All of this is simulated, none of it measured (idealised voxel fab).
Process module heading - voxel capacitor over wiring
Displayed cross-section: cut, width of 240 nm, square cells sized 5 nm.
Cross-section spec: square-cell grid; bands listed top down; each band is one or more rows. It is stipulated that each band's entry specify, in nanometres, the height of the top of the band and then that of its bottom, followed by the materials of the band in left-to-right sequence, each together with its width in nanometres. A single material marked by the word "all across" is understood to fill the band from edge to edge; the word "blank" is understood to denote empty space. Measure heights from 0. That's the level where, below it, the as-received wafer is all one material. The lowest band is bottomless and extends downward; write it as in "0 -> down". Read "30->40" as a graded width: first number on top, second number at the bottom, same change between each pair of neighbouring rows. "no change" -> step changed no cross-section cell. If an empty space has no open way to the top and is at least 8 cells in size, "Trapped void list" lists it, written width x height at distance, where distance is measured from the left edge and every value is in nm. Text after the settings on a step's line: the simulator's own remark on that step. overlay nm: right-of-plan distance of the mask on a masked step; negative values mean left-of-plan. From here on the document is pairs. In a pair, the cross-section before one process step comes with the cross-section after it, and the latter goes no deeper than the lowest band that changed. What lies in between, the step and its settings, is written under the pair. A pair may be from a different run of this module on the same starting wafer than the pair above it, so it continues from that pair only where its entry headed "Ex-ante state" says so.

Ex-ante state
> 0 -> down | Si all across
> Trapped void list: none

Post-Step Snapshot
> 10 -> 0 | SiO2 all across
> Heights below 0 show no change.
> Trapped void list: none
The before and after cross-sections above are linked by CONFORMAL_DEP [material SiO2] [thk nm 10]

Ex-ante state: starting point is the after cross-section of the pair just above.

Post-Step Snapshot
> 15 -> 10 | SiCN all across
> Heights below 10 show no change.
> Trapped void list: none
The before and after cross-sections above are linked by CONFORMAL_DEP [material SiCN] [thk nm 5]

Ex-ante state: starting point is the after cross-section of the pair just above.

Post-Step Snapshot
> 35 -> 15 | lowk all across
> Heights below 15 show no change.
> Trapped void list: none
The before and after cross-sections above are linked by DIRECTIONAL_DEP [material lowk] [thk nm 20]

Ex-ante state: starting point is the after cross-section of the pair just above.

Post-Step Snapshot
> 45 -> 35 | aC all across
> Heights below 35 show no change.
> Trapped void list: none
The before and after cross-sections above are linked by DIRECTIONAL_DEP [material aC] [thk nm 10]

Ex-ante state: starting point is the after cross-section of the pair just above.

Post-Step Snapshot
> 75 -> 45 | 65 nm resist / 30 nm blank / 50 nm resist / 30 nm blank / 65 nm resist
> Heights below 45 show no change.
> Trapped void list: none
The before and after cross-sections above are linked by PATTERN [tone open] [mask id METAL_1] [material resist] [width nm 30] [pitch nm 80] [thk nm 30] [overlay nm 0]

Ex-ante state: starting point is the after cross-section of the pair just above.

Post-Step Snapshot
> 65 -> 45 | 65 nm resist / 30 nm blank / 50 nm resist / 30 nm blank / 65 nm resist
> 45 -> 35 | 65 nm aC / 30 nm blank / 50 nm aC / 30 nm blank / 65 nm aC
> Heights below 35 show no change.
> Trapped void list: none
The before and after cross-sections above are linked by DIRECTIONAL_ETCH [etch materials aC] [depth nm 10]

Ex-ante state: starting point is the after cross-section of the pair just above.

Post-Step Snapshot
> 45 -> 35 | 65 nm aC / 30 nm blank / 50 nm aC / 30 nm blank / 65 nm aC
> Heights below 35 show no change.
> Trapped void list: none
The before and after cross-sections above are linked by STRIP [etch materials resist]

Ex-ante state: starting point is the after cross-section of the pair just above.

Post-Step Snapshot
> 45 -> 35 | 65 nm aC / 30 nm blank / 50 nm aC / 30 nm blank / 65 nm aC
> 35 -> 15 | 65 nm lowk / 30 nm blank / 50 nm lowk / 30 nm blank / 65 nm lowk
> Heights below 15 show no change.
> Trapped void list: none
The before and after cross-sections above are linked by DIRECTIONAL_ETCH [etch materials lowk] [depth nm 20]

Ex-ante state: starting point is the after cross-section of the pair just above.

Post-Step Snapshot
> 45 -> 35 | 65 nm aC / 30 nm blank / 50 nm aC / 30 nm blank / 65 nm aC
> 35 -> 15 | 65 nm lowk / 30 nm blank / 50 nm lowk / 30 nm blank / 65 nm lowk
> 15 -> 10 | 65 nm SiCN / 30 nm blank / 50 nm SiCN / 30 nm blank / 65 nm SiCN
> Heights below 10 show no change.
> Trapped void list: none
The before and after cross-sections above are linked by DIRECTIONAL_ETCH [etch materials SiCN] [depth nm 5]

Ex-ante state: starting point is the after cross-section of the pair just above.

Post-Step Snapshot
> 35 -> 15 | 65 nm lowk / 30 nm blank / 50 nm lowk / 30 nm blank / 65 nm lowk
> Heights below 15 show no change.
> Trapped void list: none
The before and after cross-sections above are linked by STRIP [etch materials aC]

Ex-ante state: starting point is the after cross-section of the pair just above.

Post-Step Snapshot
> 40 -> 35 | 70 nm TiN / 20 nm blank / 60 nm TiN / 20 nm blank / 70 nm TiN
> 35 -> 15 | 65 nm lowk / 5 nm TiN / 20 nm blank / 5 nm TiN / 50 nm lowk / 5 nm TiN / 20 nm blank / 5 nm TiN / 65 nm lowk
> 15 -> 10 | 65 nm SiCN / 30 nm TiN / 50 nm SiCN / 30 nm TiN / 65 nm SiCN
> Heights below 10 show no change.
> Trapped void list: none
The before and after cross-sections above are linked by CONFORMAL_DEP [material TiN] [thk nm 5]

Ex-ante state: starting point is the after cross-section of the pair just above.

Post-Step Snapshot
> 45 -> 40 | Cu all across
> 40 -> 35 | 70 nm TiN / 20 nm Cu / 60 nm TiN / 20 nm Cu / 70 nm TiN
> 35 -> 15 | 65 nm lowk / 5 nm TiN / 20 nm Cu / 5 nm TiN / 50 nm lowk / 5 nm TiN / 20 nm Cu / 5 nm TiN / 65 nm lowk
> Heights below 15 show no change.
> Trapped void list: none
The before and after cross-sections above are linked by FILL_DEP [material Cu] [thk nm 5]

Ex-ante state: starting point is the after cross-section of the pair just above.

Post-Step Snapshot
> 35 -> 15 | 65 nm lowk / 5 nm TiN / 20 nm Cu / 5 nm TiN / 50 nm lowk / 5 nm TiN / 20 nm Cu / 5 nm TiN / 65 nm lowk
> Heights below 15 show no change.
> Trapped void list: none
The before and after cross-sections above are linked by CMP [height nm 35]

Ex-ante state: starting point is the after cross-section of the pair just above.

Post-Step Snapshot
> 40 -> 35 | 60 nm blank / 40 nm Ru / 40 nm blank / 40 nm Ru / 60 nm blank
> Heights below 35 show no change.
> Trapped void list: none
The before and after cross-sections above are linked by EPI [material Ru] [thk nm 5]

Ex-ante state: starting point is the after cross-section of the pair just above.

Post-Step Snapshot
> 45 -> 40 | SiCN all across
> 40 -> 35 | 60 nm SiCN / 40 nm Ru / 40 nm SiCN / 40 nm Ru / 60 nm SiCN
> Heights below 35 show no change.
> Trapped void list: none
The before and after cross-sections above are linked by FILL_DEP [material SiCN] [thk nm 5]

Ex-ante state: starting point is the after cross-section of the pair just above.

Post-Step Snapshot
> 65 -> 45 | SiO2 all across
> Heights below 45 show no change.
> Trapped void list: none
The before and after cross-sections above are linked by DIRECTIONAL_DEP [material SiO2] [thk nm 20]

Ex-ante state: starting point is the after cross-section of the pair just above.

Post-Step Snapshot
> 80 -> 65 | aC all across
> Heights below 65 show no change.
> Trapped void list: none
The before and after cross-sections above are linked by DIRECTIONAL_DEP [material aC] [thk nm 15]

Ex-ante state: starting point is the after cross-section of the pair just above.

Post-Step Snapshot
> 115 -> 80 | 80 nm resist / 15 nm blank / 145 nm resist
> Heights below 80 show no change.
> Trapped void list: none
The before and after cross-sections above are linked by PATTERN [tone open] [mask id PLUG_1] [material resist] [width nm 15] [thk nm 35] [overlay nm 0]

Ex-ante state: starting point is the after cross-section of the pair just above.

Post-Step Snapshot
> 100 -> 80 | 80 nm resist / 15 nm blank / 145 nm resist
> 80 -> 65 | 80 nm aC / 15 nm blank / 145 nm aC
> Heights below 65 show no change.
> Trapped void list: none
The before and after cross-sections above are linked by DIRECTIONAL_ETCH [etch materials aC] [depth nm 15]

Ex-ante state: starting point is the after cross-section of the pair just above.

Post-Step Snapshot
> 80 -> 65 | 80 nm aC / 15 nm blank / 145 nm aC
> Heights below 65 show no change.
> Trapped void list: none
The before and after cross-sections above are linked by STRIP [etch materials resist]

Ex-ante state: starting point is the after cross-section of the pair just above.

Post-Step Snapshot
> 80 -> 65 | 80 nm aC / 15 nm blank / 145 nm aC
> 65 -> 45 | 80 nm SiO2 / 15 nm blank / 145 nm SiO2
> Heights below 45 show no change.
> Trapped void list: none
The before and after cross-sections above are linked by DIRECTIONAL_ETCH [etch materials SiO2] [depth nm 20]

Ex-ante state: starting point is the after cross-section of the pair just above.

Post-Step Snapshot
> 80 -> 65 | 80 nm aC / 15 nm blank / 145 nm aC
> 65 -> 45 | 80 nm SiO2 / 15 nm blank / 145 nm SiO2
> 45 -> 40 | 80 nm SiCN / 15 nm blank / 145 nm SiCN
> Heights below 40 show no change.
> Trapped void list: none
The before and after cross-sections above are linked by DIRECTIONAL_ETCH [etch materials SiCN] [depth nm 5]

Ex-ante state: starting point is the after cross-section of the pair just above.

Post-Step Snapshot
> 65 -> 45 | 80 nm SiO2 / 15 nm blank / 145 nm SiO2
> Heights below 45 show no change.
> Trapped void list: none
The before and after cross-sections above are linked by STRIP [etch materials aC]

Ex-ante state: starting point is the after cross-section of the pair just above.

Post-Step Snapshot
> 65 -> 50 | 80 nm SiO2 / 15 nm blank / 145 nm SiO2
> 50 -> 45 | 80 nm SiO2 / 15 nm Ru / 145 nm SiO2
> 45 -> 40 | 80 nm SiCN / 15 nm Ru / 145 nm SiCN
> Heights below 40 show no change.
> Trapped void list: none
The before and after cross-sections above are linked by EPI [material Ru] [thk nm 10]

Ex-ante state: starting point is the after cross-section of the pair just above.

Post-Step Snapshot
> 65 -> 60 | 80 nm SiO2 / 15 nm blank / 145 nm SiO2
> 60 -> 45 | 80 nm SiO2 / 15 nm Ru / 145 nm SiO2
> Heights below 45 show no change.
> Trapped void list: none
The before and after cross-sections above are linked by EPI [material Ru] [thk nm 10]

Ex-ante state: starting point is the after cross-section of the pair just above.

Post-Step Snapshot
> 65 -> 45 | 80 nm SiO2 / 15 nm Ru / 145 nm SiO2
> Heights below 45 show no change.
> Trapped void list: none
The before and after cross-sections above are linked by EPI [material Ru] [thk nm 5]

Ex-ante state: starting point is the after cross-section of the pair just above.

Post-Step Snapshot
> 70 -> 65 | TiN all across
> Heights below 65 show no change.
> Trapped void list: none
The before and after cross-sections above are linked by DIRECTIONAL_DEP [material TiN] [thk nm 5]

Ex-ante state: starting point is the after cross-section of the pair just above.

Post-Step Snapshot
> 75 -> 70 | SiN all across
> Heights below 70 show no change.
> Trapped void list: none
The before and after cross-sections above are linked by DIRECTIONAL_DEP [material SiN] [thk nm 5]

Ex-ante state: starting point is the after cross-section of the pair just above.

Post-Step Snapshot
> 85 -> 75 | TiN all across
> Heights below 75 show no change.
> Trapped void list: none
The before and after cross-sections above are linked by DIRECTIONAL_DEP [material TiN] [thk nm 10]

Ex-ante state: starting point is the after cross-section of the pair just above.

Post-Step Snapshot
> 100 -> 85 | aC all across
> Heights below 85 show no change.
> Trapped void list: none
The before and after cross-sections above are linked by DIRECTIONAL_DEP [material aC] [thk nm 15]

Ex-ante state: starting point is the after cross-section of the pair just above.

Post-Step Snapshot
> 135 -> 100 | 80 nm blank / 55 nm resist / 105 nm blank
> Heights below 100 show no change.
> Trapped void list: none
The before and after cross-sections above are linked by PATTERN [tone cover] [mask id UPPER_PLATE] [material resist] [width nm 55] [thk nm 35] [overlay nm 0]

Ex-ante state: starting point is the after cross-section of the pair just above.

Post-Step Snapshot
> 120 -> 100 | 80 nm blank / 55 nm resist / 105 nm blank
> 100 -> 85 | 80 nm blank / 55 nm aC / 105 nm blank
> Heights below 85 show no change.
> Trapped void list: none
The before and after cross-sections above are linked by DIRECTIONAL_ETCH [etch materials aC] [depth nm 15]

Ex-ante state: starting point is the after cross-section of the pair just above.

Post-Step Snapshot
> 100 -> 85 | 80 nm blank / 55 nm aC / 105 nm blank
> Heights below 85 show no change.
> Trapped void list: none
The before and after cross-sections above are linked by STRIP [etch materials resist]

Ex-ante state: starting point is the after cross-section of the pair just above.

Post-Step Snapshot
> 100 -> 85 | 80 nm blank / 55 nm aC / 105 nm blank
> 85 -> 75 | 80 nm blank / 55 nm TiN / 105 nm blank
> Heights below 75 show no change.
> Trapped void list: none
The before and after cross-sections above are linked by DIRECTIONAL_ETCH [etch materials TiN] [depth nm 10]

Ex-ante state: starting point is the after cross-section of the pair just above.

Post-Step Snapshot
> 100 -> 85 | 80 nm blank / 55 nm aC / 105 nm blank
> 85 -> 75 | 80 nm blank / 55 nm TiN / 105 nm blank
> 75 -> 70 | 80 nm blank / 55 nm SiN / 105 nm blank
> Heights below 70 show no change.
> Trapped void list: none
The before and after cross-sections above are linked by DIRECTIONAL_ETCH [etch materials SiN] [depth nm 5]

Ex-ante state: starting point is the after cross-section of the pair just above.

Post-Step Snapshot
> 85 -> 75 | 80 nm blank / 55 nm TiN / 105 nm blank
> Heights below 75 show no change.
> Trapped void list: none
The before and after cross-sections above are linked by STRIP [etch materials aC]

Ex-ante state: starting point is the after cross-section of the pair just above.

Post-Step Snapshot
> 85 -> 75 | 80 nm blank / 55 nm TiN / 105 nm blank
> 75 -> 70 | 80 nm blank / 55 nm SiN / 105 nm blank
> 70 -> 65 | 75 nm blank / 65 nm TiN / 100 nm blank
> Heights below 65 show no change.
> Trapped void list: none
The before and after cross-sections above are linked by MASKED_ETCH [tone cover] [mask id LOWER_PLATE] [width nm 65] [etch materials TiN] [depth nm 5] [overlay nm 0]

Ex-ante state: starting point is the after cross-section of the pair just above.

Post-Step Snapshot
> 100 -> 85 | SiO2 all across
> 85 -> 75 | 80 nm SiO2 / 55 nm TiN / 105 nm SiO2
> 75 -> 70 | 80 nm SiO2 / 55 nm SiN / 105 nm SiO2
> 70 -> 65 | 75 nm SiO2 / 65 nm TiN / 100 nm SiO2
> Heights below 65 show no change.
> Trapped void list: none
The before and after cross-sections above are linked by FILL_DEP [material SiO2] [thk nm 15]

Ex-ante state: starting point is the after cross-section of the pair just above.

Post-Step Snapshot
> 95 -> 85 | SiO2 all across
> Heights below 85 show no change.
> Trapped void list: none
The before and after cross-sections above are linked by CMP [height nm 95]

Ex-ante state: starting point is the after cross-section of the pair just above.

Post-Step Snapshot
> 95 -> 85 | 90 nm SiO2 / 15 nm blank / 135 nm SiO2
> Heights below 85 show no change.
> Trapped void list: none
The before and after cross-sections above are linked by MASKED_ETCH [tone open] [mask id PLUG_2] [width nm 15] [etch materials SiO2] [depth nm 10] [overlay nm 0]

Ex-ante state: starting point is the after cross-section of the pair just above.

Post-Step Snapshot
> 100 -> 95 | 95 nm TiN / 5 nm blank / 140 nm TiN
> 95 -> 90 | 90 nm SiO2 / 5 nm TiN / 5 nm blank / 5 nm TiN / 135 nm SiO2
> 90 -> 85 | 90 nm SiO2 / 15 nm TiN / 135 nm SiO2
> Heights below 85 show no change.
> Trapped void list: none
The before and after cross-sections above are linked by CONFORMAL_DEP [material TiN] [thk nm 5]

Ex-ante state: starting point is the after cross-section of the pair just above.

Post-Step Snapshot
> 105 -> 100 | Ru all across
> 100 -> 95 | 95 nm TiN / 5 nm Ru / 140 nm TiN
> 95 -> 90 | 90 nm SiO2 / 5 nm TiN / 5 nm Ru / 5 nm TiN / 135 nm SiO2
> Heights below 90 show no change.
> Trapped void list: none
The before and after cross-sections above are linked by FILL_DEP [material Ru] [thk nm 5]

Ex-ante state: starting point is the after cross-section of the pair just above.

Post-Step Snapshot
> 95 -> 90 | 90 nm SiO2 / 5 nm TiN / 5 nm Ru / 5 nm TiN / 135 nm SiO2
> Heights below 90 show no change.
> Trapped void list: none
The before and after cross-sections above are linked by CMP [height nm 95]

Ex-ante state: starting point is the after cross-section of the pair just above.

Post-Step Snapshot
> 100 -> 95 | SiN all across
> Heights below 95 show no change.
> Trapped void list: none
The before and after cross-sections above are linked by CONFORMAL_DEP [material SiN] [thk nm 5]

Ex-ante state
> 65 -> 50 | 80 nm SiO2 / 15 nm blank / 145 nm SiO2
> 50 -> 45 | 80 nm SiO2 / 15 nm Ru / 145 nm SiO2
> 45 -> 40 | 80 nm SiCN / 15 nm Ru / 145 nm SiCN
> 40 -> 35 | 60 nm SiCN / 40 nm Ru / 40 nm SiCN / 40 nm Ru / 60 nm SiCN
> 35 -> 15 | 65 nm lowk / 5 nm TiN / 20 nm Cu / 5 nm TiN / 50 nm lowk / 5 nm TiN / 20 nm Cu / 5 nm TiN / 65 nm lowk
> 15 -> 10 | 65 nm SiCN / 30 nm TiN / 50 nm SiCN / 30 nm TiN / 65 nm SiCN
> 10 -> 0 | SiO2 all across
> 0 -> down | Si all across
> Trapped void list: none

Post-Step Snapshot
> 65 -> 55 | 80 nm SiO2 / 15 nm blank / 145 nm SiO2
> 55 -> 45 | 80 nm SiO2 / 15 nm Ru / 145 nm SiO2
> Heights below 45 show no change.
> Trapped void list: none
The before and after cross-sections above are linked by EPI [material Ru] [thk nm 5]

Ex-ante state: starting point is the after cross-section of the pair just above.

Post-Step Snapshot
> 70 -> 65 | 80 nm TiN / 15 nm blank / 145 nm TiN
> 65 -> 60 | 80 nm SiO2 / 15 nm blank / 145 nm SiO2
> 60 -> 55 | 80 nm SiO2 / 15 nm TiN / 145 nm SiO2
> Heights below 55 show no change.
> Trapped void list: none
The before and after cross-sections above are linked by DIRECTIONAL_DEP [material TiN] [thk nm 5]

Ex-ante state: starting point is the after cross-section of the pair just above.

Post-Step Snapshot
> 75 -> 70 | 80 nm SiN / 15 nm blank / 145 nm SiN
> 70 -> 65 | 80 nm TiN / 15 nm blank / 145 nm TiN
> 65 -> 60 | 80 nm SiO2 / 15 nm SiN / 145 nm SiO2
> Heights below 60 show no change.
> Trapped void list: none
The before and after cross-sections above are linked by DIRECTIONAL_DEP [material SiN] [thk nm 5]

Ex-ante state: starting point is the after cross-section of the pair just above.

Post-Step Snapshot
> 85 -> 75 | 80 nm TiN / 15 nm blank / 145 nm TiN
> 75 -> 70 | 80 nm SiN / 15 nm TiN / 145 nm SiN
> 70 -> 65 | TiN all across
> Heights below 65 show no change.
> Trapped void list: none
The before and after cross-sections above are linked by DIRECTIONAL_DEP [material TiN] [thk nm 10]

Ex-ante state: starting point is the after cross-section of the pair just above.

Post-Step Snapshot
> 100 -> 90 | 80 nm aC / 15 nm blank / 145 nm aC
> 90 -> 85 | aC all across
> 85 -> 75 | 80 nm TiN / 15 nm aC / 145 nm TiN
> Heights below 75 show no change.
> Trapped void list: none
The before and after cross-sections above are linked by DIRECTIONAL_DEP [material aC] [thk nm 15]

Ex-ante state: starting point is the after cross-section of the pair just above.

Post-Step Snapshot
> 135 -> 100 | 80 nm blank / 55 nm resist / 105 nm blank
> 100 -> 90 | 80 nm aC / 15 nm resist / 145 nm aC
> Heights below 90 show no change.
> Trapped void list: none
The before and after cross-sections above are linked by PATTERN [tone cover] [mask id UPPER_PLATE] [material resist] [width nm 55] [thk nm 35] [overlay nm 0]

Ex-ante state: starting point is the after cross-section of the pair just above.

Post-Step Snapshot
> 120 -> 100 | 80 nm blank / 55 nm resist / 105 nm blank
> 100 -> 90 | 80 nm blank / 15 nm resist / 40 nm aC / 105 nm blank
> 90 -> 85 | 80 nm blank / 55 nm aC / 105 nm blank
> Heights below 85 show no change.
> Trapped void list: none
The before and after cross-sections above are linked by DIRECTIONAL_ETCH [etch materials aC] [depth nm 15]

Ex-ante state: starting point is the after cross-section of the pair just above.

Post-Step Snapshot
> 100 -> 90 | 95 nm blank / 40 nm aC / 105 nm blank
> Heights below 90 show no change.
> Trapped void list: none
The before and after cross-sections above are linked by STRIP [etch materials resist]

Ex-ante state: starting point is the after cross-section of the pair just above.

Post-Step Snapshot
> 100 -> 90 | 95 nm blank / 40 nm aC / 105 nm blank
> 90 -> 85 | 80 nm blank / 55 nm aC / 105 nm blank
> 85 -> 75 | 80 nm blank / 15 nm aC / 40 nm TiN / 105 nm blank
> Heights below 75 show no change.
> Trapped void list: none
The before and after cross-sections above are linked by DIRECTIONAL_ETCH [etch materials TiN] [depth nm 10]

Ex-ante state: starting point is the after cross-section of the pair just above.

Post-Step Snapshot
> 100 -> 90 | 95 nm blank / 40 nm aC / 105 nm blank
> 90 -> 85 | 80 nm blank / 55 nm aC / 105 nm blank
> 85 -> 75 | 80 nm blank / 15 nm aC / 40 nm TiN / 105 nm blank
> 75 -> 70 | 80 nm blank / 15 nm TiN / 40 nm SiN / 105 nm blank
> Heights below 70 show no change.
> Trapped void list: none
The before and after cross-sections above are linked by DIRECTIONAL_ETCH [etch materials SiN] [depth nm 5]

Ex-ante state: starting point is the after cross-section of the pair just above.

Post-Step Snapshot
> 85 -> 75 | 95 nm blank / 40 nm TiN / 105 nm blank
> Heights below 75 show no change.
> Trapped void list: none
The before and after cross-sections above are linked by STRIP [etch materials aC]

Ex-ante state: starting point is the after cross-section of the pair just above.

Post-Step Snapshot
> 85 -> 75 | 95 nm blank / 40 nm TiN / 105 nm blank
> 75 -> 70 | 80 nm blank / 15 nm TiN / 40 nm SiN / 105 nm blank
> 70 -> 65 | 75 nm blank / 65 nm TiN / 100 nm blank
> Heights below 65 show no change.
> Trapped void list: none
The before and after cross-sections above are linked by MASKED_ETCH [tone cover] [mask id LOWER_PLATE] [width nm 65] [etch materials TiN] [depth nm 5] [overlay nm 0]

Ex-ante state: starting point is the after cross-section of the pair just above.

Post-Step Snapshot
> 100 -> 85 | SiO2 all across
> 85 -> 75 | 95 nm SiO2 / 40 nm TiN / 105 nm SiO2
> 75 -> 70 | 80 nm SiO2 / 15 nm TiN / 40 nm SiN / 105 nm SiO2
> 70 -> 65 | 75 nm SiO2 / 65 nm TiN / 100 nm SiO2
> Heights below 65 show no change.
> Trapped void list: none
The before and after cross-sections above are linked by FILL_DEP [material SiO2] [thk nm 15]

Ex-ante state: starting point is the after cross-section of the pair just above.

Post-Step Snapshot
> 95 -> 85 | SiO2 all across
> Heights below 85 show no change.
> Trapped void list: none
The before and after cross-sections above are linked by CMP [height nm 95]

Ex-ante state: starting point is the after cross-section of the pair just above.

Post-Step Snapshot
> 95 -> 85 | 90 nm SiO2 / 15 nm blank / 135 nm SiO2
> Heights below 85 show no change.
> Trapped void list: none
The before and after cross-sections above are linked by MASKED_ETCH [tone open] [mask id PLUG_2] [width nm 15] [etch materials SiO2] [depth nm 10] [overlay nm 0]

Ex-ante state: starting point is the after cross-section of the pair just above.

Post-Step Snapshot
> 100 -> 95 | 95 nm TiN / 5 nm blank / 140 nm TiN
> 95 -> 90 | 90 nm SiO2 / 5 nm TiN / 5 nm blank / 5 nm TiN / 135 nm SiO2
> 90 -> 85 | 90 nm SiO2 / 15 nm TiN / 135 nm SiO2
> Heights below 85 show no change.
> Trapped void list: none
The before and after cross-sections above are linked by CONFORMAL_DEP [material TiN] [thk nm 5]

Ex-ante state: starting point is the after cross-section of the pair just above.

Post-Step Snapshot
> 105 -> 100 | Ru all across
> 100 -> 95 | 95 nm TiN / 5 nm Ru / 140 nm TiN
> 95 -> 90 | 90 nm SiO2 / 5 nm TiN / 5 nm Ru / 5 nm TiN / 135 nm SiO2
> Heights below 90 show no change.
> Trapped void list: none
The before and after cross-sections above are linked by FILL_DEP [material Ru] [thk nm 5]

Ex-ante state: starting point is the after cross-section of the pair just above.

Post-Step Snapshot
> 95 -> 90 | 90 nm SiO2 / 5 nm TiN / 5 nm Ru / 5 nm TiN / 135 nm SiO2
> Heights below 90 show no change.
> Trapped void list: none
The before and after cross-sections above are linked by CMP [height nm 95]

Ex-ante state: starting point is the after cross-section of the pair just above.

Post-Step Snapshot
> 100 -> 95 | SiN all across
> Heights below 95 show no change.
> Trapped void list: none
The before and after cross-sections above are linked by CONFORMAL_DEP [material SiN] [thk nm 5]

Ex-ante state
> 65 -> 60 | 80 nm SiO2 / 15 nm blank / 145 nm SiO2
> 60 -> 45 | 80 nm SiO2 / 15 nm Ru / 145 nm SiO2
> 45 -> 40 | 80 nm SiCN / 15 nm Ru / 145 nm SiCN
> 40 -> 35 | 60 nm SiCN / 40 nm Ru / 40 nm SiCN / 40 nm Ru / 60 nm SiCN
> 35 -> 15 | 65 nm lowk / 5 nm TiN / 20 nm Cu / 5 nm TiN / 50 nm lowk / 5 nm TiN / 20 nm Cu / 5 nm TiN / 65 nm lowk
> 15 -> 10 | 65 nm SiCN / 30 nm TiN / 50 nm SiCN / 30 nm TiN / 65 nm SiCN
> 10 -> 0 | SiO2 all across
> 0 -> down | Si all across
> Trapped void list: none

Post-Step Snapshot
> 70 -> 65 | 75 nm blank / 25 nm Ru / 140 nm blank
> 65 -> 45 | 80 nm SiO2 / 15 nm Ru / 145 nm SiO2
> Heights below 45 show no change.
> Trapped void list: none
The before and after cross-sections above are linked by EPI [material Ru] [thk nm 10]

Ex-ante state: starting point is the after cross-section of the pair just above.

Post-Step Snapshot
> 75 -> 65 | 70 nm blank / 35 nm Ru / 135 nm blank
> Heights below 65 show no change.
> Trapped void list: none
The before and after cross-sections above are linked by EPI [material Ru] [thk nm 5]

Ex-ante state: starting point is the after cross-section of the pair just above.

Post-Step Snapshot
> 80 -> 75 | 70 nm blank / 35 nm TiN / 135 nm blank
> 75 -> 70 | 70 nm blank / 35 nm Ru / 135 nm blank
> 70 -> 65 | 70 nm TiN / 35 nm Ru / 135 nm TiN
> Heights below 65 show no change.
> Trapped void list: none
The before and after cross-sections above are linked by DIRECTIONAL_DEP [material TiN] [thk nm 5]

Ex-ante state: starting point is the after cross-section of the pair just above.

Post-Step Snapshot
> 85 -> 80 | 70 nm blank / 35 nm SiN / 135 nm blank
> 80 -> 75 | 70 nm blank / 35 nm TiN / 135 nm blank
> 75 -> 70 | 70 nm SiN / 35 nm Ru / 135 nm SiN
> Heights below 70 show no change.
> Trapped void list: none
The before and after cross-sections above are linked by DIRECTIONAL_DEP [material SiN] [thk nm 5]

Ex-ante state: starting point is the after cross-section of the pair just above.

Post-Step Snapshot
> 95 -> 85 | 70 nm blank / 35 nm TiN / 135 nm blank
> 85 -> 80 | 70 nm TiN / 35 nm SiN / 135 nm TiN
> 80 -> 75 | TiN all across
> Heights below 75 show no change.
> Trapped void list: none
The before and after cross-sections above are linked by DIRECTIONAL_DEP [material TiN] [thk nm 10]

Ex-ante state: starting point is the after cross-section of the pair just above.

Post-Step Snapshot
> 110 -> 100 | 70 nm blank / 35 nm aC / 135 nm blank
> 100 -> 95 | aC all across
> 95 -> 85 | 70 nm aC / 35 nm TiN / 135 nm aC
> Heights below 85 show no change.
> Trapped void list: none
The before and after cross-sections above are linked by DIRECTIONAL_DEP [material aC] [thk nm 15]

Ex-ante state: starting point is the after cross-section of the pair just above.

Post-Step Snapshot
> 145 -> 110 | 80 nm blank / 55 nm resist / 105 nm blank
> 110 -> 100 | 70 nm blank / 35 nm aC / 30 nm resist / 105 nm blank
> Heights below 100 show no change.
> Trapped void list: none
The before and after cross-sections above are linked by PATTERN [tone cover] [mask id UPPER_PLATE] [material resist] [width nm 55] [thk nm 35] [overlay nm 0]

Ex-ante state: starting point is the after cross-section of the pair just above.

Post-Step Snapshot
> 130 -> 110 | 80 nm blank / 55 nm resist / 105 nm blank
> 110 -> 100 | 80 nm blank / 25 nm aC / 30 nm resist / 105 nm blank
> 100 -> 95 | 80 nm blank / 55 nm aC / 105 nm blank
> 95 -> 85 | 70 nm blank / 35 nm TiN / 30 nm aC / 105 nm blank
> Heights below 85 show no change.
> Trapped void list: none
The before and after cross-sections above are linked by DIRECTIONAL_ETCH [etch materials aC] [depth nm 15]

Ex-ante state: starting point is the after cross-section of the pair just above.

Post-Step Snapshot
> 110 -> 100 | 80 nm blank / 25 nm aC / 135 nm blank
> Heights below 100 show no change.
> Trapped void list: none
The before and after cross-sections above are linked by STRIP [etch materials resist]

Ex-ante state: starting point is the after cross-section of the pair just above.

Post-Step Snapshot
> 110 -> 100 | 80 nm blank / 25 nm aC / 135 nm blank
> 100 -> 95 | 80 nm blank / 55 nm aC / 105 nm blank
> 95 -> 85 | 80 nm blank / 25 nm TiN / 30 nm aC / 105 nm blank
> 85 -> 80 | 70 nm blank / 35 nm SiN / 30 nm TiN / 105 nm blank
> 80 -> 75 | 70 nm blank / 65 nm TiN / 105 nm blank
> Heights below 75 show no change.
> Trapped void list: none
The before and after cross-sections above are linked by DIRECTIONAL_ETCH [etch materials TiN] [depth nm 10]

Ex-ante state: starting point is the after cross-section of the pair just above.

Post-Step Snapshot
> 110 -> 100 | 80 nm blank / 25 nm aC / 135 nm blank
> 100 -> 95 | 80 nm blank / 55 nm aC / 105 nm blank
> 95 -> 85 | 80 nm blank / 25 nm TiN / 30 nm aC / 105 nm blank
> 85 -> 80 | 80 nm blank / 25 nm SiN / 30 nm TiN / 105 nm blank
> 80 -> 75 | 70 nm blank / 65 nm TiN / 105 nm blank
> 75 -> 70 | 70 nm blank / 35 nm Ru / 30 nm SiN / 105 nm blank
> Heights below 70 show no change.
> Trapped void list: none
The before and after cross-sections above are linked by DIRECTIONAL_ETCH [etch materials SiN] [depth nm 5]

Ex-ante state: starting point is the after cross-section of the pair just above.

Post-Step Snapshot
> 95 -> 85 | 80 nm blank / 25 nm TiN / 135 nm blank
> Heights below 85 show no change.
> Trapped void list: none
The before and after cross-sections above are linked by STRIP [etch materials aC]

Ex-ante state: starting point is the after cross-section of the pair just above.

Post-Step Snapshot
> 95 -> 85 | 80 nm blank / 25 nm TiN / 135 nm blank
> 85 -> 80 | 80 nm blank / 25 nm SiN / 30 nm TiN / 105 nm blank
> 80 -> 75 | 75 nm blank / 60 nm TiN / 105 nm blank
> 75 -> 70 | 70 nm blank / 35 nm Ru / 30 nm SiN / 105 nm blank
> 70 -> 65 | 70 nm blank / 35 nm Ru / 35 nm TiN / 100 nm blank
> Heights below 65 show no change.
> Trapped void list: none
The before and after cross-sections above are linked by MASKED_ETCH [tone cover] [mask id LOWER_PLATE] [width nm 65] [etch materials TiN] [depth nm 5] [overlay nm 0]
